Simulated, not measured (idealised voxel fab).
process module | voxel transistor to metal
cross-section cut | 195 nm wide | cells 5 nm
A cross-section is a grid of square cells, given in bands from the top down. A band is one or more rows of cells.
Each band's line starts with the height of the band's top and of its bottom, in nm. Then come its materials from left to right, each with its width in nm. One material with "throughout" fills the band from edge to edge. "air" is empty space.
Height 0 is the level under which the wafer as received is all one material. The lowest band goes on downwards, as in "0 down".
A width such as "30 to 40" changes by the same amount from each row of cells to the next, from the band's top row to its bottom row.
"no change" after a step means that no cell of the cross-section changed.
closed voids: empty space of 8 cells or more with no open way to the top, each as width x height at its distance from the left edge, in nm
after a step's settings: what the simulator itself notes on the step
overlay nm, on a step with a mask: how far to the right of its planned place the mask lay; to the left if negative
plan
1 op RECEIVE | material Si
2 op OXIDIZE | depth nm 5
3 op CONFORMAL_DEP | material SiN | thk nm 15
4 op MASKED_ETCH | tone cover | mask id ACTIVE | width nm 100 | etch materials SiN | depth nm 15 | overlay nm 0
5 op MASKED_ETCH | tone cover | mask id ACTIVE | width nm 100 | etch materials SiO2 | depth nm 5 | overlay nm 0
6 op MASKED_ETCH | tone cover | mask id ACTIVE | width nm 100 | etch materials Si | depth nm 35 | overlay nm 0
7 op OXIDIZE | depth nm 5
8 op FILL_DEP | material SiO2 | thk nm 10
9 op CMP | height nm 15
10 op SELECTIVE_ETCH | etch materials SiO2 | depth nm 5
11 op STRIP | etch materials SiN
12 op SELECTIVE_ETCH | etch materials SiO2 | depth nm 5
13 op OXIDIZE | depth nm 5
14 op DIRECTIONAL_DEP | material polySi | thk nm 20
15 op DIRECTIONAL_DEP | material SiCN | thk nm 15
16 op PATTERN | tone cover | mask id GATE | material resist | width nm 20 | thk nm 20 | overlay nm 0
17 op DIRECTIONAL_ETCH | etch materials SiCN | depth nm 25
18 op DIRECTIONAL_ETCH | etch materials polySi | depth nm 30
19 op STRIP | etch materials resist
20 op CONFORMAL_DEP | material SiO2 | thk nm 5
21 op DIRECTIONAL_ETCH | etch materials SiO2 | depth nm 5
22 op CONFORMAL_DEP | material SiN | thk nm 10
23 op DIRECTIONAL_ETCH | etch materials SiN | depth nm 10
24 op DIRECTIONAL_ETCH | etch materials SiO2 | depth nm 5
25 op EPI | material nSi | thk nm 5
26 op FILL_DEP | material SiO2 | thk nm 5
27 op CMP | height nm 30
28 op DIRECTIONAL_DEP | material SiO2 | thk nm 15
29 op MASKED_ETCH | tone open | mask id CONTACT | width nm 25 | pitch nm 55 | etch materials SiO2 | depth nm 50 | overlay nm 0
30 op CONFORMAL_DEP | material TiN | thk nm 5
31 op FILL_DEP | material W | thk nm 5
32 op CMP | height nm 45
33 op DIRECTIONAL_DEP | material TiN | thk nm 5
34 op DIRECTIONAL_DEP | material Ru | thk nm 15
35 op DIRECTIONAL_DEP | material aC | thk nm 10
36 op PATTERN | tone cover | mask id METAL_1 | material resist | width nm 15 | pitch nm 65 | thk nm 30 | overlay nm 0
37 op DIRECTIONAL_ETCH | etch materials aC | depth nm 10
38 op STRIP | etch materials resist
39 op DIRECTIONAL_ETCH | etch materials Ru | depth nm 15
40 op DIRECTIONAL_ETCH | etch materials TiN | depth nm 5
41 op STRIP | etch materials aC
42 op CONFORMAL_DEP | material SiCN | thk nm 5
43 op FILL_DEP | material lowk | thk nm 5
44 op CMP | height nm 65
45 op CONFORMAL_DEP | material SiN | thk nm 5
as received, after step 1
  0 down: Si throughout
  closed voids: none
a wafer at the end: this start, this plan, one mistake
  70 to 65: SiN throughout
  65 to 50: lowk 50 | SiCN 5 | Ru 15 | SiCN 5 | lowk 40 | SiCN 5 | Ru 15 | SiCN 5 | lowk 55
  50 to 45: SiCN 55 | TiN 15 | SiCN 50 | TiN 15 | SiCN 60
  45 to 35: SiO2 55 | TiN 5 | W 15 | TiN 5 | SiO2 30 | TiN 5 | W 15 | TiN 5 | SiO2 60
  35 to 30: SiO2 55 | TiN 5 | W 5 | TiN 15 | SiO2 30 | TiN 15 | W 5 | TiN 5 | SiO2 60
  30 to 15: SiO2 55 | TiN 5 | W 5 | TiN 5 | SiN 10 | SiO2 5 | SiCN 20 | SiO2 5 | SiN 10 | TiN 5 | W 5 | TiN 5 | SiO2 60
  15 to 0: SiO2 55 | TiN 5 | W 5 | TiN 5 | SiN 10 | SiO2 5 | polySi 20 | SiO2 5 | SiN 10 | TiN 5 | W 5 | TiN 5 | SiO2 60
  0 to -5: SiO2 55 | TiN 15 | SiN 10 | SiO2 5 | polySi 20 | SiO2 5 | SiN 10 | TiN 15 | SiO2 60
  -5 to -10: SiO2 35 | SiN 10 | SiO2 5 | nSi 20 | SiO2 50 | nSi 20 | SiO2 5 | SiN 10 | SiO2 40
  -10 to -15: SiO2 35 | SiN 10 | SiO2 10 | Si 80 | SiO2 10 | SiN 10 | SiO2 40
  -15 to -20: SiO2 55 | Si 80 | SiO2 60
  -20 to -45: SiO2 50 | Si 90 | SiO2 55
  -45 down: Si throughout
  closed voids: none
what went wrong: step 12 ran as: op SELECTIVE_ETCH | etch materials SiO2 | depth nm 15
